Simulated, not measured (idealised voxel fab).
Documented hereafter: the process module known as voxel ribs on slabs.
The cross-section on display is named cut; it measures 240 nm wide, and its cells are 5 nm squares.
For the purposes of this document, a cross-section shall be understood as a grid of square cells, specified as bands listed in top-to-bottom order, each band consisting of one or more rows of cells.
This entry defines a band. It first specifies the height of the band's top and the height of its bottom in nm, and then specifies the band's materials from left to right, stating each material with its width in nm. The word "everywhere" identifies a single material that fills the band from edge to edge, while the word "air" identifies empty space.
Beneath 0, the wafer as received is one material, and that level is where height counting begins. The lowest band goes on downward without a bottom; it is written like "0..down".
So if you see something like "30..40" for the width, read it as the top row of the band sitting at the first number and the bottom row at the second, with every row in between moving by the same amount as the last.
"no change" for a step: no cell of the cross-section changed in that step.
The label "Listed closed voids" introduces a list of the empty spaces, 8 cells or larger, that have no open way up to the top; each entry in it reads width x height at distance, where the distance is taken from the left edge and all three are stated in nm.
Read whatever lies past the settings on a step's line as the simulator's own remark about the step.
A step line may carry the setting "overlay nm", which, for steps involving a mask, states the distance by which the mask lay to the right of its intended position; negative values denote displacement to the left.
Steps in the process plan
| 1 | RECEIVE with material Si |
| 2 | DIRECTIONAL_DEP with material SiO2, thk nm 30 |
| 3 | DIRECTIONAL_DEP with material SiN, thk nm 25 |
| 4 | DIRECTIONAL_DEP with material aC, thk nm 10 |
| 5 | PATTERN with tone cover, mask id RIB, material resist, width nm 15, thk nm 25, overlay nm 0 |
| 6 | DIRECTIONAL_ETCH with etch materials aC, depth nm 10 |
| 7 | STRIP with etch materials resist |
| 8 | DIRECTIONAL_ETCH with etch materials SiN, depth nm 15 |
| 9 | STRIP with etch materials aC |
| 10 | DIRECTIONAL_DEP with material aC, thk nm 15 |
| 11 | PATTERN with tone cover, mask id SLAB, material resist, width nm 45, thk nm 35, overlay nm 0 |
| 12 | DIRECTIONAL_ETCH with etch materials aC, depth nm 15 |
| 13 | STRIP with etch materials resist |
| 14 | DIRECTIONAL_ETCH with etch materials SiN, depth nm 10 |
| 15 | STRIP with etch materials aC |
| 16 | FILL_DEP with material SiO2, thk nm 20 |
| 17 | CMP with height nm 65 |
| 18 | DIRECTIONAL_DEP with material W, thk nm 10 |
| 19 | DIRECTIONAL_DEP with material aC, thk nm 15 |
| 20 | PATTERN with tone cover, mask id HEATER, material resist, width nm 25, thk nm 30, overlay nm 0 |
| 21 | DIRECTIONAL_ETCH with etch materials aC, depth nm 15 |
| 22 | STRIP with etch materials resist |
| 23 | DIRECTIONAL_ETCH with etch materials W, depth nm 10 |
| 24 | STRIP with etch materials aC |
| 25 | CONFORMAL_DEP with material SiN, thk nm 5 |
Account of the first of two wafers, which was processed as intended
This is the cross-section of the wafer as we received it, i.e. after step 1
* 0..down | Si everywhere
* Listed closed voids: none
Cross-section of the wafer subsequent to step 2
* 30..0 | SiO2 everywhere
* Heights below 0 show no change.
Cross-section of the wafer subsequent to step 3
* 55..30 | SiN everywhere
* Heights below 30 show no change.
Cross-section of the wafer subsequent to step 4
* 65..55 | aC everywhere
* Heights below 55 show no change.
Cross-section of the wafer subsequent to step 5
* 90..65 | air=110, resist=15, air=115
* Heights below 65 show no change.
Cross-section of the wafer subsequent to step 6
* 80..65 | air=110, resist=15, air=115
* 65..55 | air=110, aC=15, air=115
* Heights below 55 show no change.
Cross-section of the wafer subsequent to step 7
* 65..55 | air=110, aC=15, air=115
* Heights below 55 show no change.
Cross-section of the wafer subsequent to step 8
* 65..55 | air=110, aC=15, air=115
* 55..40 | air=110, SiN=15, air=115
* Heights below 40 show no change.
Cross-section of the wafer subsequent to step 9
* 55..40 | air=110, SiN=15, air=115
* Heights below 40 show no change.
Cross-section of the wafer subsequent to step 10
* 70..55 | air=110, aC=15, air=115
* 55..40 | aC=110, SiN=15, aC=115
* Heights below 40 show no change.
Cross-section of the wafer subsequent to step 11
* 105..70 | air=95, resist=45, air=100
* 70..55 | air=95, resist=15, aC=15, resist=15, air=100
* Heights below 55 show no change.
Cross-section of the wafer subsequent to step 12
* 90..70 | air=95, resist=45, air=100
* 70..55 | air=95, resist=15, aC=15, resist=15, air=100
* 55..40 | air=95, aC=15, SiN=15, aC=15, air=100
* Heights below 40 show no change.
Cross-section of the wafer subsequent to step 13
* 70..55 | air=110, aC=15, air=115
* Heights below 55 show no change.
Cross-section of the wafer subsequent to step 14
* 70..55 | air=110, aC=15, air=115
* 55..40 | air=95, aC=15, SiN=15, aC=15, air=100
* 40..30 | air=95, SiN=45, air=100
* Heights below 30 show no change.
Cross-section of the wafer subsequent to step 15
* 55..40 | air=110, SiN=15, air=115
* Heights below 40 show no change.
Cross-section of the wafer subsequent to step 16
* 75..55 | SiO2 everywhere
* 55..40 | SiO2=110, SiN=15, SiO2=115
* 40..30 | SiO2=95, SiN=45, SiO2=100
* Heights below 30 show no change.
Cross-section of the wafer subsequent to step 17
* 65..55 | SiO2 everywhere
* Heights below 55 show no change.
Cross-section of the wafer subsequent to step 18
* 75..65 | W everywhere
* Heights below 65 show no change.
Cross-section of the wafer subsequent to step 19
* 90..75 | aC everywhere
* Heights below 75 show no change.
Cross-section of the wafer subsequent to step 20
* 120..90 | air=105, resist=25, air=110
* Heights below 90 show no change.
Cross-section of the wafer subsequent to step 21
* 105..90 | air=105, resist=25, air=110
* 90..75 | air=105, aC=25, air=110
* Heights below 75 show no change.
Cross-section of the wafer subsequent to step 22
* 90..75 | air=105, aC=25, air=110
* Heights below 75 show no change.
Cross-section of the wafer subsequent to step 23
* 90..75 | air=105, aC=25, air=110
* 75..65 | air=105, W=25, air=110
* Heights below 65 show no change.
Cross-section of the wafer subsequent to step 24
* 75..65 | air=105, W=25, air=110
* Heights below 65 show no change.
Cross-section of the wafer subsequent to step 25
* 80..75 | air=100, SiN=35, air=105
* 75..70 | air=100, SiN=5, W=25, SiN=5, air=105
* 70..65 | SiN=105, W=25, SiN=110
* Heights below 65 show no change.
Companion wafer, the second of two: same beginning, same intended sequence, one mistake in carrying it out; through step 1 inclusive it tracks the first exactly
Second wafer: cross-section at the scheduled end of step 2
* 60..0 | SiO2 everywhere
* Heights below 0 show no change.
Second wafer: cross-section at the scheduled end of step 3
* 85..60 | SiN everywhere
* Heights below 60 show no change.
Second wafer: cross-section at the scheduled end of step 4
* 95..85 | aC everywhere
* Heights below 85 show no change.
Second wafer: cross-section at the scheduled end of step 5
* 120..95 | air=110, resist=15, air=115
* Heights below 95 show no change.
Second wafer: cross-section at the scheduled end of step 6
* 110..95 | air=110, resist=15, air=115
* 95..85 | air=110, aC=15, air=115
* Heights below 85 show no change.
Second wafer: cross-section at the scheduled end of step 7
* 95..85 | air=110, aC=15, air=115
* Heights below 85 show no change.
Second wafer: cross-section at the scheduled end of step 8
* 95..85 | air=110, aC=15, air=115
* 85..70 | air=110, SiN=15, air=115
* Heights below 70 show no change.
Second wafer: cross-section at the scheduled end of step 9
* 85..70 | air=110, SiN=15, air=115
* Heights below 70 show no change.
Second wafer: cross-section at the scheduled end of step 10
* 100..85 | air=110, aC=15, air=115
* 85..70 | aC=110, SiN=15, aC=115
* Heights below 70 show no change.
Second wafer: cross-section at the scheduled end of step 11
* 135..100 | air=95, resist=45, air=100
* 100..85 | air=95, resist=15, aC=15, resist=15, air=100
* Heights below 85 show no change.
Second wafer: cross-section at the scheduled end of step 12
* 120..100 | air=95, resist=45, air=100
* 100..85 | air=95, resist=15, aC=15, resist=15, air=100
* 85..70 | air=95, aC=15, SiN=15, aC=15, air=100
* Heights below 70 show no change.
Second wafer: cross-section at the scheduled end of step 13
* 100..85 | air=110, aC=15, air=115
* Heights below 85 show no change.
Second wafer: cross-section at the scheduled end of step 14
* 100..85 | air=110, aC=15, air=115
* 85..70 | air=95, aC=15, SiN=15, aC=15, air=100
* 70..60 | air=95, SiN=45, air=100
* Heights below 60 show no change.
Second wafer: cross-section at the scheduled end of step 15
* 85..70 | air=110, SiN=15, air=115
* Heights below 70 show no change.
Second wafer: cross-section at the scheduled end of step 16
* 105..85 | SiO2 everywhere
* 85..70 | SiO2=110, SiN=15, SiO2=115
* 70..60 | SiO2=95, SiN=45, SiO2=100
* Heights below 60 show no change.
Second wafer: cross-section at the scheduled end of step 17
* 65..60 | SiO2=95, SiN=45, SiO2=100
* Heights below 60 show no change.
Second wafer: cross-section at the scheduled end of step 18
* 75..65 | W everywhere
* Heights below 65 show no change.
Second wafer: cross-section at the scheduled end of step 19
* 90..75 | aC everywhere
* Heights below 75 show no change.
Second wafer: cross-section at the scheduled end of step 20
* 120..90 | air=105, resist=25, air=110
* Heights below 90 show no change.
Second wafer: cross-section at the scheduled end of step 21
* 105..90 | air=105, resist=25, air=110
* 90..75 | air=105, aC=25, air=110
* Heights below 75 show no change.
Second wafer: cross-section at the scheduled end of step 22
* 90..75 | air=105, aC=25, air=110
* Heights below 75 show no change.
Second wafer: cross-section at the scheduled end of step 23
* 90..75 | air=105, aC=25, air=110
* 75..65 | air=105, W=25, air=110
* Heights below 65 show no change.
Second wafer: cross-section at the scheduled end of step 24
* 75..65 | air=105, W=25, air=110
* Heights below 65 show no change.
Second wafer: cross-section at the scheduled end of step 25
* 80..75 | air=100, SiN=35, air=105
* 75..70 | air=100, SiN=5, W=25, SiN=5, air=105
* 70..65 | SiN=105, W=25, SiN=110
* Heights below 65 show no change.
Deviation noted in wafer processing: the plan's step 2 ran twice
End of process, cell counts, second wafer against first, materials with more or fewer: 18 fewer of SiN, 18 more of SiO2
